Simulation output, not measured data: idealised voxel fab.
process module | voxel self aligned contacts
cross-section cut | 235 nm wide | cells 5 nm
A cross-section is a grid of square cells, given in bands from the top down. A band is one or more rows of cells.
Each band's line starts with the height of the band's top and of its bottom, in nm. Then come its materials from left to right, each with its width in nm. One material with "throughout" fills the band from edge to edge. "air" is empty space.
Height 0 is the level under which the wafer as received is all one material. The lowest band goes on downwards, as in "0 down".
A width such as "30 to 40" changes by the same amount from each row of cells to the next, from the band's top row to its bottom row.
"no change" after a step means that no cell of the cross-section changed.
closed voids: empty space of 8 cells or more with no open way to the top, each as width x height at its distance from the left edge, in nm
after a step's settings: what the simulator itself notes on the step
overlay nm, on a step with a mask: how far to the right of its planned place the mask lay; to the left if negative
plan
1 op RECEIVE | material Si
2 op OXIDIZE | depth nm 5
3 op DIRECTIONAL_DEP | material polySi | thk nm 20
4 op DIRECTIONAL_DEP | material SiN | thk nm 20
5 op MASKED_ETCH | tone cover | mask id GATE | width nm 30 | pitch nm 70 | etch materials SiN | depth nm 20 | overlay nm 0
6 op MASKED_ETCH | tone cover | mask id GATE | width nm 30 | pitch nm 70 | etch materials polySi | depth nm 20 | overlay nm 0
7 op CONFORMAL_DEP | material SiN | thk nm 10
8 op DIRECTIONAL_ETCH | etch materials SiN | depth nm 10
9 op FILL_DEP | material SiO2 | thk nm 10
10 op CMP | height nm 45
11 op DIRECTIONAL_DEP | material aC | thk nm 10
12 op PATTERN | tone open | mask id CONTACT | material resist | width nm 50 | thk nm 30 | overlay nm 0
13 op DIRECTIONAL_ETCH | etch materials aC | depth nm 10
14 op STRIP | etch materials resist
15 op DIRECTIONAL_ETCH | etch materials SiO2 | depth nm 50
16 op STRIP | etch materials aC
17 op CONFORMAL_DEP | material TiN | thk nm 5
18 op FILL_DEP | material Ru | thk nm 10
19 op CMP | height nm 45
20 op CONFORMAL_DEP | material SiN | thk nm 5
first wafer, as planned
as received, after step 1
  0 down: Si throughout
  closed voids: none
after step 2
  0 to -5: SiO2 throughout
  below -5: unchanged
after step 3
  20 to 0: polySi throughout
  below 0: unchanged
after step 4
  40 to 20: SiN throughout
  below 20: unchanged
after step 5
  40 to 20: air 65 | SiN 30 | air 40 | SiN 30 | air 70
  below 20: unchanged
after step 6
  40 to 20: air 65 | SiN 30 | air 40 | SiN 30 | air 70
  20 to 0: air 65 | polySi 30 | air 40 | polySi 30 | air 70
  below 0: unchanged
after step 7
  50 to 20: air 55 | SiN 50 | air 20 | SiN 50 | air 60
  20 to 10: air 55 | SiN 10 | polySi 30 | SiN 10 | air 20 | SiN 10 | polySi 30 | SiN 10 | air 60
  10 to 0: SiN 65 | polySi 30 | SiN 40 | polySi 30 | SiN 70
  below 0: unchanged
after step 8
  40 to 20: air 55 | SiN 50 | air 20 | SiN 50 | air 60
  20 to 0: air 55 | SiN 10 | polySi 30 | SiN 10 | air 20 | SiN 10 | polySi 30 | SiN 10 | air 60
  below 0: unchanged
after step 9
  50 to 40: SiO2 throughout
  40 to 20: SiO2 55 | SiN 50 | SiO2 20 | SiN 50 | SiO2 60
  20 to 0: SiO2 55 | SiN 10 | polySi 30 | SiN 10 | SiO2 20 | SiN 10 | polySi 30 | SiN 10 | SiO2 60
  below 0: unchanged
after step 10
  45 to 40: SiO2 throughout
  below 40: unchanged
after step 11
  55 to 45: aC throughout
  below 45: unchanged
after step 12
  85 to 55: resist 90 | air 50 | resist 95
  below 55: unchanged
after step 13
  75 to 55: resist 90 | air 50 | resist 95
  55 to 45: aC 90 | air 50 | aC 95
  below 45: unchanged
after step 14
  55 to 45: aC 90 | air 50 | aC 95
  below 45: unchanged
after step 15
  55 to 45: aC 90 | air 50 | aC 95
  45 to 40: SiO2 90 | air 50 | SiO2 95
  40 to 20: SiO2 55 | SiN 50 | air 20 | SiN 50 | SiO2 60
  20 to 0: SiO2 55 | SiN 10 | polySi 30 | SiN 10 | air 20 | SiN 10 | polySi 30 | SiN 10 | SiO2 60
  0 to -5: SiO2 105 | air 20 | SiO2 110
  below -5: unchanged
after step 16
  45 to 40: SiO2 90 | air 50 | SiO2 95
  below 40: unchanged
after step 17
  50 to 45: TiN 95 | air 40 | TiN 100
  45 to 40: SiO2 90 | TiN 20 | air 10 | TiN 20 | SiO2 95
  40 to 20: SiO2 55 | SiN 50 | TiN 5 | air 10 | TiN 5 | SiN 50 | SiO2 60
  20 to 0: SiO2 55 | SiN 10 | polySi 30 | SiN 10 | TiN 5 | air 10 | TiN 5 | SiN 10 | polySi 30 | SiN 10 | SiO2 60
  0 to -5: SiO2 105 | TiN 20 | SiO2 110
  below -5: unchanged
after step 18
  60 to 50: Ru throughout
  50 to 45: TiN 95 | Ru 40 | TiN 100
  45 to 40: SiO2 90 | TiN 20 | Ru 10 | TiN 20 | SiO2 95
  40 to 20: SiO2 55 | SiN 50 | TiN 5 | Ru 10 | TiN 5 | SiN 50 | SiO2 60
  20 to 0: SiO2 55 | SiN 10 | polySi 30 | SiN 10 | TiN 5 | Ru 10 | TiN 5 | SiN 10 | polySi 30 | SiN 10 | SiO2 60
  below 0: unchanged
after step 19
  45 to 40: SiO2 90 | TiN 20 | Ru 10 | TiN 20 | SiO2 95
  below 40: unchanged
after step 20
  50 to 45: SiN throughout
  below 45: unchanged
second wafer: like start, like plan, one mistake. Through step 5 it matches the first wafer
when step 6 should have ended
  40 to 20: air 65 | SiN 30 | air 40 | SiN 30 | air 70
  20 to 5: air 65 | polySi 30 | air 40 | polySi 30 | air 70
  below 5: unchanged
when step 7 should have ended
  50 to 20: air 55 | SiN 50 | air 20 | SiN 50 | air 60
  20 to 15: air 55 | SiN 10 | polySi 30 | SiN 10 | air 20 | SiN 10 | polySi 30 | SiN 10 | air 60
  15 to 5: SiN 65 | polySi 30 | SiN 40 | polySi 30 | SiN 70
  below 5: unchanged
when step 8 should have ended
  40 to 20: air 55 | SiN 50 | air 20 | SiN 50 | air 60
  20 to 5: air 55 | SiN 10 | polySi 30 | SiN 10 | air 20 | SiN 10 | polySi 30 | SiN 10 | air 60
  below 5: unchanged
when step 9 should have ended
  50 to 40: SiO2 throughout
  40 to 20: SiO2 55 | SiN 50 | SiO2 20 | SiN 50 | SiO2 60
  20 to 5: SiO2 55 | SiN 10 | polySi 30 | SiN 10 | SiO2 20 | SiN 10 | polySi 30 | SiN 10 | SiO2 60
  below 5: unchanged
when step 10 should have ended
  45 to 40: SiO2 throughout
  below 40: unchanged
when step 11 should have ended
  55 to 45: aC throughout
  below 45: unchanged
when step 12 should have ended
  85 to 55: resist 90 | air 50 | resist 95
  below 55: unchanged
when step 13 should have ended
  75 to 55: resist 90 | air 50 | resist 95
  55 to 45: aC 90 | air 50 | aC 95
  below 45: unchanged
when step 14 should have ended
  55 to 45: aC 90 | air 50 | aC 95
  below 45: unchanged
when step 15 should have ended
  55 to 45: aC 90 | air 50 | aC 95
  45 to 40: SiO2 90 | air 50 | SiO2 95
  40 to 20: SiO2 55 | SiN 50 | air 20 | SiN 50 | SiO2 60
  20 to 5: SiO2 55 | SiN 10 | polySi 30 | SiN 10 | air 20 | SiN 10 | polySi 30 | SiN 10 | SiO2 60
  below 5: unchanged
when step 16 should have ended
  45 to 40: SiO2 90 | air 50 | SiO2 95
  below 40: unchanged
when step 17 should have ended
  50 to 45: TiN 95 | air 40 | TiN 100
  45 to 40: SiO2 90 | TiN 20 | air 10 | TiN 20 | SiO2 95
  40 to 20: SiO2 55 | SiN 50 | TiN 5 | air 10 | TiN 5 | SiN 50 | SiO2 60
  20 to 10: SiO2 55 | SiN 10 | polySi 30 | SiN 10 | TiN 5 | air 10 | TiN 5 | SiN 10 | polySi 30 | SiN 10 | SiO2 60
  10 to 5: SiO2 55 | SiN 10 | polySi 30 | SiN 10 | TiN 20 | SiN 10 | polySi 30 | SiN 10 | SiO2 60
  below 5: unchanged
when step 18 should have ended
  60 to 50: Ru throughout
  50 to 45: TiN 95 | Ru 40 | TiN 100
  45 to 40: SiO2 90 | TiN 20 | Ru 10 | TiN 20 | SiO2 95
  40 to 20: SiO2 55 | SiN 50 | TiN 5 | Ru 10 | TiN 5 | SiN 50 | SiO2 60
  20 to 10: SiO2 55 | SiN 10 | polySi 30 | SiN 10 | TiN 5 | Ru 10 | TiN 5 | SiN 10 | polySi 30 | SiN 10 | SiO2 60
  below 10: unchanged
when step 19 should have ended
  45 to 40: SiO2 90 | TiN 20 | Ru 10 | TiN 20 | SiO2 95
  below 40: unchanged
when step 20 should have ended
  50 to 45: SiN throughout
  below 45: unchanged
what went wrong: step 6 ran as: op MASKED_ETCH | tone cover | mask id GATE | width nm 30 | pitch nm 70 | etch materials polySi | depth nm 15 | overlay nm 0
at the end the second wafer has, in cells: 4 fewer of Ru | 8 fewer of SiN | 19 fewer of SiO2 | 4 fewer of TiN | 35 more of polySi
